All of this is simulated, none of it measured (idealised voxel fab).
process module | voxel wiring stack
cross-section cut | 265 nm wide | cells 5 nm
A cross-section is a grid of square cells, given in bands from the top down. A band is one or more rows of cells.
Each band's line starts with the height of the band's top and of its bottom, in nm. Then come its materials from left to right, each with its width in nm. One material with "throughout" fills the band from edge to edge. "air" is empty space.
Height 0 is the level under which the wafer as received is all one material. The lowest band goes on downwards, as in "0 down".
A width such as "30 to 40" changes by the same amount from each row of cells to the next, from the band's top row to its bottom row.
"no change" after a step means that no cell of the cross-section changed.
closed voids: empty space of 8 cells or more with no open way to the top, each as width x height at its distance from the left edge, in nm
after a step's settings: what the simulator itself notes on the step
overlay nm, on a step with a mask: how far to the right of its planned place the mask lay; to the left if negative
plan
1 op RECEIVE | material Si
2 op CONFORMAL_DEP | material SiO2 | thk nm 15
3 op CONFORMAL_DEP | material SiN | thk nm 5
4 op DIRECTIONAL_DEP | material SiO2 | thk nm 15
5 op PATTERN | tone open | mask id METAL_1 | material resist | width nm 20 | pitch nm 40 | thk nm 20 | overlay nm 0
6 op DIRECTIONAL_ETCH | etch materials SiO2 | depth nm 15
7 op DIRECTIONAL_ETCH | etch materials SiN | depth nm 5
8 op STRIP | etch materials resist
9 op CONFORMAL_DEP | material TiN | thk nm 5
10 op FILL_DEP | material Ru | thk nm 10
11 op CMP | height nm 35
12 op EPI | material Ru | thk nm 5
13 op FILL_DEP | material SiCN | thk nm 5
14 op DIRECTIONAL_DEP | material SiO2 | thk nm 20
15 op PATTERN | tone open | mask id PLUG_1 | material resist | width nm 15 | pitch nm 40 | thk nm 20 | overlay nm 0
16 op DIRECTIONAL_ETCH | etch materials SiO2 | depth nm 20
17 op DIRECTIONAL_ETCH | etch materials SiCN | depth nm 5
18 op STRIP | etch materials resist
19 op CONFORMAL_DEP | material TiN | thk nm 5
20 op FILL_DEP | material W | thk nm 10
21 op CMP | height nm 65
22 op DIRECTIONAL_DEP | material TiN | thk nm 5
23 op DIRECTIONAL_DEP | material W | thk nm 20
24 op MASKED_ETCH | tone cover | mask id METAL_2 | width nm 20 | pitch nm 40 | etch materials W | depth nm 20 | overlay nm 0
25 op MASKED_ETCH | tone cover | mask id METAL_2 | width nm 20 | pitch nm 40 | etch materials TiN | depth nm 5 | overlay nm 0
26 op CONFORMAL_DEP | material SiN | thk nm 5
27 op FILL_DEP | material SiO2 | thk nm 5
28 op CMP | height nm 90
29 op CONFORMAL_DEP | material SiCN | thk nm 5
30 op DIRECTIONAL_DEP | material SiO2 | thk nm 30
31 op PATTERN | tone open | mask id METAL_3 | material resist | width nm 20 | pitch nm 40 | thk nm 15 | overlay nm 0
32 op DIRECTIONAL_ETCH | etch materials SiO2 | depth nm 15
33 op STRIP | etch materials resist
34 op PATTERN | tone open | mask id METAL_3_HOLES | material resist | width nm 15 | pitch nm 40 | thk nm 15 | overlay nm 0
35 op DIRECTIONAL_ETCH | etch materials SiO2 | depth nm 15
36 op DIRECTIONAL_ETCH | etch materials SiCN | depth nm 5
37 op STRIP | etch materials resist
38 op CONFORMAL_DEP | material TiN | thk nm 5
39 op FILL_DEP | material Cu | thk nm 5
40 op CMP | height nm 125
41 op CONFORMAL_DEP | material SiN | thk nm 5
first wafer, as planned
as received, after step 1
  0 down: Si throughout
  closed voids: none
after step 2
  15 to 0: SiO2 throughout
  below 0: unchanged
after step 3
  20 to 15: SiN throughout
  below 15: unchanged
after step 4
  35 to 20: SiO2 throughout
  below 20: unchanged
after step 5
  55 to 35: resist 100 | air 20 | resist 20 | air 20 | resist 105
  below 35: unchanged
after step 6
  55 to 35: resist 100 | air 20 | resist 20 | air 20 | resist 105
  35 to 20: SiO2 100 | air 20 | SiO2 20 | air 20 | SiO2 105
  below 20: unchanged
after step 7
  55 to 35: resist 100 | air 20 | resist 20 | air 20 | resist 105
  35 to 20: SiO2 100 | air 20 | SiO2 20 | air 20 | SiO2 105
  20 to 15: SiN 100 | air 20 | SiN 20 | air 20 | SiN 105
  below 15: unchanged
after step 8
  35 to 20: SiO2 100 | air 20 | SiO2 20 | air 20 | SiO2 105
  below 20: unchanged
after step 9
  40 to 35: TiN 105 | air 10 | TiN 30 | air 10 | TiN 110
  35 to 20: SiO2 100 | TiN 5 | air 10 | TiN 5 | SiO2 20 | TiN 5 | air 10 | TiN 5 | SiO2 105
  20 to 15: SiN 100 | TiN 20 | SiN 20 | TiN 20 | SiN 105
  below 15: unchanged
after step 10
  50 to 40: Ru throughout
  40 to 35: TiN 105 | Ru 10 | TiN 30 | Ru 10 | TiN 110
  35 to 20: SiO2 100 | TiN 5 | Ru 10 | TiN 5 | SiO2 20 | TiN 5 | Ru 10 | TiN 5 | SiO2 105
  below 20: unchanged
after step 11
  35 to 20: SiO2 100 | TiN 5 | Ru 10 | TiN 5 | SiO2 20 | TiN 5 | Ru 10 | TiN 5 | SiO2 105
  below 20: unchanged
after step 12
  40 to 35: air 95 | Ru 30 | air 10 | Ru 30 | air 100
  below 35: unchanged
after step 13
  45 to 40: SiCN throughout
  40 to 35: SiCN 95 | Ru 30 | SiCN 10 | Ru 30 | SiCN 100
  below 35: unchanged
after step 14
  65 to 45: SiO2 throughout
  below 45: unchanged
after step 15
  85 to 65: resist 100 | air 15 | resist 25 | air 15 | resist 110
  below 65: unchanged
after step 16
  85 to 65: resist 100 | air 15 | resist 25 | air 15 | resist 110
  65 to 45: SiO2 100 | air 15 | SiO2 25 | air 15 | SiO2 110
  below 45: unchanged
after step 17
  85 to 65: resist 100 | air 15 | resist 25 | air 15 | resist 110
  65 to 45: SiO2 100 | air 15 | SiO2 25 | air 15 | SiO2 110
  45 to 40: SiCN 100 | air 15 | SiCN 25 | air 15 | SiCN 110
  below 40: unchanged
after step 18
  65 to 45: SiO2 100 | air 15 | SiO2 25 | air 15 | SiO2 110
  below 45: unchanged
after step 19
  70 to 65: TiN 105 | air 5 | TiN 35 | air 5 | TiN 115
  65 to 45: SiO2 100 | TiN 5 | air 5 | TiN 5 | SiO2 25 | TiN 5 | air 5 | TiN 5 | SiO2 110
  45 to 40: SiCN 100 | TiN 15 | SiCN 25 | TiN 15 | SiCN 110
  below 40: unchanged
after step 20
  80 to 70: W throughout
  70 to 65: TiN 105 | W 5 | TiN 35 | W 5 | TiN 115
  65 to 45: SiO2 100 | TiN 5 | W 5 | TiN 5 | SiO2 25 | TiN 5 | W 5 | TiN 5 | SiO2 110
  below 45: unchanged
after step 21
  65 to 45: SiO2 100 | TiN 5 | W 5 | TiN 5 | SiO2 25 | TiN 5 | W 5 | TiN 5 | SiO2 110
  below 45: unchanged
after step 22
  70 to 65: TiN throughout
  below 65: unchanged
after step 23
  90 to 70: W throughout
  below 70: unchanged
after step 24
  90 to 70: air 100 | W 20 | air 20 | W 20 | air 105
  below 70: unchanged
after step 25
  90 to 70: air 100 | W 20 | air 20 | W 20 | air 105
  70 to 65: air 100 | TiN 20 | air 20 | TiN 20 | air 105
  below 65: unchanged
after step 26
  95 to 90: air 95 | SiN 30 | air 10 | SiN 30 | air 100
  90 to 70: air 95 | SiN 5 | W 20 | SiN 5 | air 10 | SiN 5 | W 20 | SiN 5 | air 100
  70 to 65: SiN 100 | TiN 20 | SiN 20 | TiN 20 | SiN 105
  below 65: unchanged
after step 27
  100 to 95: SiO2 throughout
  95 to 90: SiO2 95 | SiN 30 | SiO2 10 | SiN 30 | SiO2 100
  90 to 70: SiO2 95 | SiN 5 | W 20 | SiN 5 | SiO2 10 | SiN 5 | W 20 | SiN 5 | SiO2 100
  below 70: unchanged
after step 28
  90 to 70: SiO2 95 | SiN 5 | W 20 | SiN 5 | SiO2 10 | SiN 5 | W 20 | SiN 5 | SiO2 100
  below 70: unchanged
after step 29
  95 to 90: SiCN throughout
  below 90: unchanged
after step 30
  125 to 95: SiO2 throughout
  below 95: unchanged
after step 31
  140 to 125: resist 100 | air 20 | resist 20 | air 20 | resist 105
  below 125: unchanged
after step 32
  140 to 125: resist 100 | air 20 | resist 20 | air 20 | resist 105
  125 to 110: SiO2 100 | air 20 | SiO2 20 | air 20 | SiO2 105
  below 110: unchanged
after step 33
  125 to 110: SiO2 100 | air 20 | SiO2 20 | air 20 | SiO2 105
  below 110: unchanged
after step 34
  140 to 125: resist 100 | air 15 | resist 25 | air 15 | resist 110
  125 to 110: SiO2 100 | air 15 | resist 5 | SiO2 20 | air 15 | resist 5 | SiO2 105
  below 110: unchanged
after step 35
  140 to 125: resist 100 | air 15 | resist 25 | air 15 | resist 110
  125 to 110: SiO2 100 | air 15 | resist 5 | SiO2 20 | air 15 | resist 5 | SiO2 105
  110 to 95: SiO2 100 | air 15 | SiO2 25 | air 15 | SiO2 110
  below 95: unchanged
after step 36
  140 to 125: resist 100 | air 15 | resist 25 | air 15 | resist 110
  125 to 110: SiO2 100 | air 15 | resist 5 | SiO2 20 | air 15 | resist 5 | SiO2 105
  110 to 95: SiO2 100 | air 15 | SiO2 25 | air 15 | SiO2 110
  95 to 90: SiCN 100 | air 15 | SiCN 25 | air 15 | SiCN 110
  below 90: unchanged
after step 37
  125 to 110: SiO2 100 | air 20 | SiO2 20 | air 20 | SiO2 105
  below 110: unchanged
after step 38
  130 to 125: TiN 105 | air 10 | TiN 30 | air 10 | TiN 110
  125 to 115: SiO2 100 | TiN 5 | air 10 | TiN 5 | SiO2 20 | TiN 5 | air 10 | TiN 5 | SiO2 105
  115 to 110: SiO2 100 | TiN 5 | air 5 | TiN 10 | SiO2 20 | TiN 5 | air 5 | TiN 10 | SiO2 105
  110 to 95: SiO2 100 | TiN 5 | air 5 | TiN 5 | SiO2 25 | TiN 5 | air 5 | TiN 5 | SiO2 110
  95 to 90: SiCN 100 | TiN 15 | SiCN 25 | TiN 15 | SiCN 110
  below 90: unchanged
after step 39
  135 to 130: Cu throughout
  130 to 125: TiN 105 | Cu 10 | TiN 30 | Cu 10 | TiN 110
  125 to 115: SiO2 100 | TiN 5 | Cu 10 | TiN 5 | SiO2 20 | TiN 5 | Cu 10 | TiN 5 | SiO2 105
  115 to 110: SiO2 100 | TiN 5 | Cu 5 | TiN 10 | SiO2 20 | TiN 5 | Cu 5 | TiN 10 | SiO2 105
  110 to 95: SiO2 100 | TiN 5 | Cu 5 | TiN 5 | SiO2 25 | TiN 5 | Cu 5 | TiN 5 | SiO2 110
  below 95: unchanged
after step 40
  125 to 115: SiO2 100 | TiN 5 | Cu 10 | TiN 5 | SiO2 20 | TiN 5 | Cu 10 | TiN 5 | SiO2 105
  below 115: unchanged
after step 41
  130 to 125: SiN throughout
  below 125: unchanged
second wafer: like start, like plan, one mistake. Through step 12 it matches the first wafer
when step 13 should have ended
  60 to 55: air 95 | SiO2 30 | air 10 | SiO2 30 | air 100
  55 to 40: SiO2 throughout
  40 to 35: SiO2 95 | Ru 30 | SiO2 10 | Ru 30 | SiO2 100
  below 35: unchanged
when step 14 should have ended
  65 to 60: SiCN throughout
  60 to 55: SiCN 95 | SiO2 30 | SiCN 10 | SiO2 30 | SiCN 100
  below 55: unchanged
when step 15 should have ended
  85 to 65: resist 100 | air 15 | resist 25 | air 15 | resist 110
  below 65: unchanged
when step 16 should have ended: no change
when step 17 should have ended
  85 to 65: resist 100 | air 15 | resist 25 | air 15 | resist 110
  65 to 60: SiCN 100 | air 15 | SiCN 25 | air 15 | SiCN 110
  below 60: unchanged
when step 18 should have ended
  65 to 60: SiCN 100 | air 15 | SiCN 25 | air 15 | SiCN 110
  below 60: unchanged
when step 19 should have ended
  70 to 65: TiN 105 | air 5 | TiN 35 | air 5 | TiN 115
  65 to 60: SiCN 100 | TiN 15 | SiCN 25 | TiN 15 | SiCN 110
  below 60: unchanged
when step 20 should have ended
  80 to 70: W throughout
  70 to 65: TiN 105 | W 5 | TiN 35 | W 5 | TiN 115
  below 65: unchanged
when step 21 should have ended
  65 to 60: SiCN 100 | TiN 15 | SiCN 25 | TiN 15 | SiCN 110
  below 60: unchanged
when step 22 should have ended
  70 to 65: TiN throughout
  below 65: unchanged
when step 23 should have ended
  90 to 70: W throughout
  below 70: unchanged
when step 24 should have ended
  90 to 70: air 100 | W 20 | air 20 | W 20 | air 105
  below 70: unchanged
when step 25 should have ended
  90 to 70: air 100 | W 20 | air 20 | W 20 | air 105
  70 to 65: air 100 | TiN 20 | air 20 | TiN 20 | air 105
  below 65: unchanged
when step 26 should have ended
  95 to 90: air 95 | SiN 30 | air 10 | SiN 30 | air 100
  90 to 70: air 95 | SiN 5 | W 20 | SiN 5 | air 10 | SiN 5 | W 20 | SiN 5 | air 100
  70 to 65: SiN 100 | TiN 20 | SiN 20 | TiN 20 | SiN 105
  below 65: unchanged
when step 27 should have ended
  100 to 95: SiO2 throughout
  95 to 90: SiO2 95 | SiN 30 | SiO2 10 | SiN 30 | SiO2 100
  90 to 70: SiO2 95 | SiN 5 | W 20 | SiN 5 | SiO2 10 | SiN 5 | W 20 | SiN 5 | SiO2 100
  below 70: unchanged
when step 28 should have ended
  90 to 70: SiO2 95 | SiN 5 | W 20 | SiN 5 | SiO2 10 | SiN 5 | W 20 | SiN 5 | SiO2 100
  below 70: unchanged
when step 29 should have ended
  95 to 90: SiCN throughout
  below 90: unchanged
when step 30 should have ended
  125 to 95: SiO2 throughout
  below 95: unchanged
when step 31 should have ended
  140 to 125: resist 100 | air 20 | resist 20 | air 20 | resist 105
  below 125: unchanged
when step 32 should have ended
  140 to 125: resist 100 | air 20 | resist 20 | air 20 | resist 105
  125 to 110: SiO2 100 | air 20 | SiO2 20 | air 20 | SiO2 105
  below 110: unchanged
when step 33 should have ended
  125 to 110: SiO2 100 | air 20 | SiO2 20 | air 20 | SiO2 105
  below 110: unchanged
when step 34 should have ended
  140 to 125: resist 100 | air 15 | resist 25 | air 15 | resist 110
  125 to 110: SiO2 100 | air 15 | resist 5 | SiO2 20 | air 15 | resist 5 | SiO2 105
  below 110: unchanged
when step 35 should have ended
  140 to 125: resist 100 | air 15 | resist 25 | air 15 | resist 110
  125 to 110: SiO2 100 | air 15 | resist 5 | SiO2 20 | air 15 | resist 5 | SiO2 105
  110 to 95: SiO2 100 | air 15 | SiO2 25 | air 15 | SiO2 110
  below 95: unchanged
when step 36 should have ended
  140 to 125: resist 100 | air 15 | resist 25 | air 15 | resist 110
  125 to 110: SiO2 100 | air 15 | resist 5 | SiO2 20 | air 15 | resist 5 | SiO2 105
  110 to 95: SiO2 100 | air 15 | SiO2 25 | air 15 | SiO2 110
  95 to 90: SiCN 100 | air 15 | SiCN 25 | air 15 | SiCN 110
  below 90: unchanged
when step 37 should have ended
  125 to 110: SiO2 100 | air 20 | SiO2 20 | air 20 | SiO2 105
  below 110: unchanged
when step 38 should have ended
  130 to 125: TiN 105 | air 10 | TiN 30 | air 10 | TiN 110
  125 to 115: SiO2 100 | TiN 5 | air 10 | TiN 5 | SiO2 20 | TiN 5 | air 10 | TiN 5 | SiO2 105
  115 to 110: SiO2 100 | TiN 5 | air 5 | TiN 10 | SiO2 20 | TiN 5 | air 5 | TiN 10 | SiO2 105
  110 to 95: SiO2 100 | TiN 5 | air 5 | TiN 5 | SiO2 25 | TiN 5 | air 5 | TiN 5 | SiO2 110
  95 to 90: SiCN 100 | TiN 15 | SiCN 25 | TiN 15 | SiCN 110
  below 90: unchanged
when step 39 should have ended
  135 to 130: Cu throughout
  130 to 125: TiN 105 | Cu 10 | TiN 30 | Cu 10 | TiN 110
  125 to 115: SiO2 100 | TiN 5 | Cu 10 | TiN 5 | SiO2 20 | TiN 5 | Cu 10 | TiN 5 | SiO2 105
  115 to 110: SiO2 100 | TiN 5 | Cu 5 | TiN 10 | SiO2 20 | TiN 5 | Cu 5 | TiN 10 | SiO2 105
  110 to 95: SiO2 100 | TiN 5 | Cu 5 | TiN 5 | SiO2 25 | TiN 5 | Cu 5 | TiN 5 | SiO2 110
  below 95: unchanged
when step 40 should have ended
  125 to 115: SiO2 100 | TiN 5 | Cu 10 | TiN 5 | SiO2 20 | TiN 5 | Cu 10 | TiN 5 | SiO2 105
  below 115: unchanged
when step 41 should have ended
  130 to 125: SiN throughout
  below 125: unchanged
what went wrong: steps 13 and 14 were swapped
at the end the second wafer has, in cells: 24 more of SiO2 | 16 fewer of TiN | 8 fewer of W
